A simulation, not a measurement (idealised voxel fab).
The following process module bears the name voxel capacitor over wiring.
cross-section cut | 300 nm wide | cells 5 nm
Cross-section format: a grid of square cells, given as bands from top to bottom; each band is one or more rows of cells.
It is stipulated that each band's entry specify, in nanometres, the height of the top of the band and then that of its bottom, followed by the materials of the band in left-to-right sequence, each together with its width in nanometres. A single material marked by the word "throughout" is understood to fill the band from edge to edge; the word "air" is understood to denote empty space.
It should be noted that heights are counted from 0, beneath which the wafer as supplied is of one material throughout, and that the lowest band possesses no lower boundary but continues downward, as written in "0 down".
When a width is written as two numbers, as in "30->40", the first number is the width in the top row of cells of the band and the second is the width in its bottom row, and the width changes by the same amount from each row to the next.
"stayed the same" means the step left every cell of the cross-section as it was.
If an empty space has no open way to the top and is at least 8 cells in size, "Closed-off voids" lists it, written width x height at distance, where distance is measured from the left edge and every value is in nm.
Note: text after step settings on the step line = simulator remark on that step.
overlay nm: mask right of planned place by this much (step with mask). Neg. = left.
[plan]
1,RECEIVE with material Si
2,CONFORMAL_DEP with material SiO2, thk nm 15
3,CONFORMAL_DEP with material SiN, thk nm 5
4,DIRECTIONAL_DEP with material lowk, thk nm 20
5,PATTERN with tone open, mask id METAL_1, material resist, width nm 20, pitch nm 90, thk nm 20, overlay nm 0
6,DIRECTIONAL_ETCH with etch materials lowk, depth nm 20
7,DIRECTIONAL_ETCH with etch materials SiN, depth nm 5
8,STRIP with etch materials resist
9,CONFORMAL_DEP with material TiN, thk nm 5
10,FILL_DEP with material Cu, thk nm 5
11,CMP with height nm 40
12,CONFORMAL_DEP with material SiCN, thk nm 5
13,DIRECTIONAL_DEP with material lowk, thk nm 20
14,PATTERN with tone open, mask id PLUG_1, material resist, width nm 15, thk nm 20, overlay nm 0
15,DIRECTIONAL_ETCH with etch materials lowk, depth nm 20
16,DIRECTIONAL_ETCH with etch materials SiCN, depth nm 5
17,STRIP with etch materials resist
18,CONFORMAL_DEP with material TiN, thk nm 5
19,FILL_DEP with material Ru, thk nm 10
20,CMP with height nm 65
21,DIRECTIONAL_DEP with material TiN, thk nm 5
22,DIRECTIONAL_DEP with material HfO2, thk nm 5
23,DIRECTIONAL_DEP with material TiN, thk nm 5
24,DIRECTIONAL_DEP with material aC, thk nm 15
25,PATTERN with tone cover, mask id UPPER_PLATE, material resist, width nm 75, thk nm 35, overlay nm -15
26,DIRECTIONAL_ETCH with etch materials aC, depth nm 15
27,STRIP with etch materials resist
28,DIRECTIONAL_ETCH with etch materials TiN, depth nm 5
29,DIRECTIONAL_ETCH with etch materials HfO2, depth nm 5
30,STRIP with etch materials aC
31,MASKED_ETCH with tone cover, mask id LOWER_PLATE, width nm 85, etch materials TiN, depth nm 5, overlay nm 0
32,FILL_DEP with material SiO2, thk nm 15
33,CMP with height nm 90
34,MASKED_ETCH with tone open, mask id PLUG_2, width nm 15, etch materials SiO2, depth nm 10, overlay nm 0
35,CONFORMAL_DEP with material TiN, thk nm 5
36,FILL_DEP with material Cu, thk nm 10
37,CMP with height nm 90
38,CONFORMAL_DEP with material SiCN, thk nm 5
The plan's step 25 overlay nm is the first wafer's value; the wafers differ in this setting and start identical.
[Received wafers, first of several: cross-section after step 1]
    0 down | Si throughout
    Closed-off voids: none
[first wafer at the end, after step 38]
    95 to 90 | SiCN throughout
    90 to 85 | 110 SiO2; 5 TiN; 5 Cu; 5 TiN; 175 SiO2
    85 to 75 | 110->95 SiO2; 15->65 TiN; 175->140 SiO2
    75 to 70 | 85 SiO2; 75 HfO2; 140 SiO2
    70 to 65 | 85 SiO2; 95 TiN; 120 SiO2
    65 to 45 | 100 lowk; 5 TiN; 5 Ru; 5 TiN; 185 lowk
    45 to 40 | 100 SiCN; 15 TiN; 185 SiCN
    40 to 20 | 95 lowk; 5 TiN; 10 Cu; 5 TiN; 70 lowk; 5 TiN; 10 Cu; 5 TiN; 95 lowk
    20 to 15 | 95 SiN; 20 TiN; 70 SiN; 20 TiN; 95 SiN
    15 to 0 | SiO2 throughout
    0 down | Si throughout
    Closed-off voids: none
[Final wafer of several, shown in cross-section at the end of the module]
    95 to 90 | SiCN throughout
    90 to 85 | 110 SiO2; 5 TiN; 5 Cu; 5 TiN; 175 SiO2
    85 to 75 | 110->115 SiO2; 15->65 TiN; 175->120 SiO2
    75 to 70 | 115 SiO2; 75 HfO2; 110 SiO2
    70 to 65 | 95 SiO2; 95 TiN; 110 SiO2
    65 to 45 | 100 lowk; 5 TiN; 5 Ru; 5 TiN; 185 lowk
    45 to 40 | 100 SiCN; 15 TiN; 185 SiCN
    40 to 20 | 95 lowk; 5 TiN; 10 Cu; 5 TiN; 70 lowk; 5 TiN; 10 Cu; 5 TiN; 95 lowk
    20 to 15 | 95 SiN; 20 TiN; 70 SiN; 20 TiN; 95 SiN
    15 to 0 | SiO2 throughout
    0 down | Si throughout
    Closed-off voids: none
[Take any row and you have a wafer at the end of the module: how many cells of each material it has gained (+) or lost (-) since it was received, and then its closed voids]
overlay nm -15, +17 Cu, +15 HfO2, +4 Ru, +117 SiCN, +52 SiN, +427 SiO2, +72 TiN, +436 lowk, Closed-off voids: none
overlay nm -10, +17 Cu, +15 HfO2, +4 Ru, +117 SiCN, +52 SiN, +427 SiO2, +72 TiN, +436 lowk, Closed-off voids: none
overlay nm -5, +17 Cu, +15 HfO2, +4 Ru, +117 SiCN, +52 SiN, +427 SiO2, +72 TiN, +436 lowk, Closed-off voids: none
overlay nm 0, +17 Cu, +15 HfO2, +4 Ru, +117 SiCN, +52 SiN, +427 SiO2, +72 TiN, +436 lowk, Closed-off voids: none
overlay nm 5, +17 Cu, +15 HfO2, +4 Ru, +117 SiCN, +52 SiN, +427 SiO2, +72 TiN, +436 lowk, Closed-off voids: none
overlay nm 10, +17 Cu, +15 HfO2, +4 Ru, +117 SiCN, +52 SiN, +427 SiO2, +72 TiN, +436 lowk, Closed-off voids: none
overlay nm 15, +17 Cu, +15 HfO2, +4 Ru, +117 SiCN, +52 SiN, +427 SiO2, +72 TiN, +436 lowk, Closed-off voids: none
